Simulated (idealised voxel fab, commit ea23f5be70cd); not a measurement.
Proc. module: voxel released beams
cross-section cut | 280 nm wide | cells 5 nm
Heads up, the way a cross-section reads in here is a grid of square cells, handed over as bands from the top down, with every band being one or more rows of cells.
Top height, bottom height, nm. Materials left to right, width each, nm. Single material + "everywhere" = fills band edge to edge. "empty" = empty.
Heads up on the height convention: 0 is the point under which the incoming wafer is all one material, and the lowest band has no bottom, it just keeps going down, like "from 0 down".
So if you see something like "30->40" for the width, read it as the top row of the band sitting at the first number and the bottom row at the second, with every row in between moving by the same amount as the last.
Reading "stayed the same" for a step: not a cell of the cross-section changed in it.
This entry, "Sealed void listing", enumerates those empty regions of no fewer than 8 cells that possess no open connection to the top. Each region is reported in the form width x height at distance, the distance being taken from the left edge, with all three quantities expressed in nm.
On a step's line, text after the settings is the simulator commenting on that step.
If you see "overlay nm" on a step's line and that step has a mask, it's telling you how far right of where it was planned the mask ended up; a negative number means it went left instead.

LIST OF PLANNED PROCESS STEPS
- 1: RECEIVE (material Si)
- 2: CONFORMAL_DEP (material Al2O3; thk nm 10)
- 3: DIRECTIONAL_DEP (material SiO2; thk nm 15)
- 4: MASKED_ETCH (tone open; mask id ANCHOR; width nm 25; etch materials SiO2; depth nm 15; overlay nm -15)
- 5: CONFORMAL_DEP (material W; thk nm 10)
- 6: DIRECTIONAL_DEP (material aC; thk nm 15)
- 7: PATTERN (tone cover; mask id BEAM; material resist; width nm 105; thk nm 35; overlay nm 0)
- 8: DIRECTIONAL_ETCH (etch materials aC; depth nm 15)
- 9: STRIP (etch materials resist)
- 10: DIRECTIONAL_ETCH (etch materials W; depth nm 10)
- 11: STRIP (etch materials aC)
- 12: STRIP (etch materials SiO2)
Quick note for whoever runs this: the wafers start identical, but the overlay nm at step 4 isn't the same across them. The plan just shows what the first wafer had.

SO THIS IS THE FIRST OF SEVERAL WAFERS, CROSS-SECTIONED AS IT CAME TO US, MEANING IT'S AT THE END OF STEP 1
  from 0 down = Si everywhere
  Sealed void listing: none

POST STEP 12, THE CLOSING STEP OF THE MODULE: FIRST OF SEVERAL WAFERS, CROSS-SECTIONED
  from 35 to 25 = 90 empty; 100 W; 90 empty
  from 25 to 20 = 75 empty; 10 W; 5 empty; 10 W; 180 empty
  from 20 to 10 = 75 empty; 25 W; 180 empty
  from 10 to 0 = Al2O3 everywhere
  from 0 down = Si everywhere
  Sealed void listing: none

CROSS-SECTIONAL VIEW OF THE FINAL WAFER OF SEVERAL AT THE MODULE'S END
  from 35 to 25 = 85 empty; 30 W; 5 empty; 70 W; 90 empty
  from 25 to 20 = 105 empty; 10 W; 5 empty; 10 W; 150 empty
  from 20 to 10 = 105 empty; 25 W; 150 empty
  from 10 to 0 = Al2O3 everywhere
  from 0 down = Si everywhere
  Sealed void listing: none

FOR YOUR REFERENCE, THE TABLE IS ORGANIZED WITH A ROW PER WAFER; EACH ROW REFLECTS THE WAFER AT THE END OF THE MODULE, INDICATING FOR EACH MATERIAL THE CELLS GAINED (+) OR LOST (-) SINCE RECEIPT, AND THEREAFTER ITS CLOSED VOIDS
overlay nm -15, +112 Al2O3, +54 W, Sealed void listing: none
overlay nm -10, +112 Al2O3, +54 W, Sealed void listing: none
overlay nm -5, +112 Al2O3, +54 W, Sealed void listing: none
overlay nm 0, +112 Al2O3, +54 W, Sealed void listing: none
overlay nm 5, +112 Al2O3, +54 W, Sealed void listing: none
overlay nm 10, +112 Al2O3, +54 W, Sealed void listing: none
overlay nm 15, +112 Al2O3, +54 W, Sealed void listing: none
